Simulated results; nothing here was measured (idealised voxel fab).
process module | voxel released beams
cross-section cut | 200 nm wide | cells 5 nm
A cross-section is a grid of square cells, given in bands from the top down. A band is one or more rows of cells.
Each band's line starts with the height of the band's top and of its bottom, in nm. Then come its materials from left to right, each with its width in nm. One material with "throughout" fills the band from edge to edge. "air" is empty space.
Height 0 is the level under which the wafer as received is all one material. The lowest band goes on downwards, as in "0 down".
A width such as "30 to 40" changes by the same amount from each row of cells to the next, from the band's top row to its bottom row.
"no change" after a step means that no cell of the cross-section changed.
closed voids: empty space of 8 cells or more with no open way to the top, each as width x height at its distance from the left edge, in nm
after a step's settings: what the simulator itself notes on the step
overlay nm, on a step with a mask: how far to the right of its planned place the mask lay; to the left if negative
plan
1 op RECEIVE | material Si
2 op CONFORMAL_DEP | material Al2O3 | thk nm 10
3 op DIRECTIONAL_DEP | material SiO2 | thk nm 20
4 op PATTERN | tone open | mask id ANCHOR | material resist | width nm 25 | thk nm 20 | overlay nm 0
5 op DIRECTIONAL_ETCH | etch materials SiO2 | depth nm 20
6 op STRIP | etch materials resist
7 op CONFORMAL_DEP | material W | thk nm 10
8 op MASKED_ETCH | tone cover | mask id BEAM | width nm 90 | etch materials W | depth nm 10 | overlay nm 0
9 op STRIP | etch materials SiO2
as received, after step 1
  0 down: Si throughout
  closed voids: none
a wafer at the end: this start, this plan, one mistake
  30 to 10: SiO2 55 | air 25 | SiO2 120
  10 to 0: Al2O3 throughout
  0 down: Si throughout
  closed voids: none
what went wrong: step 9 ran as: op STRIP | etch materials W
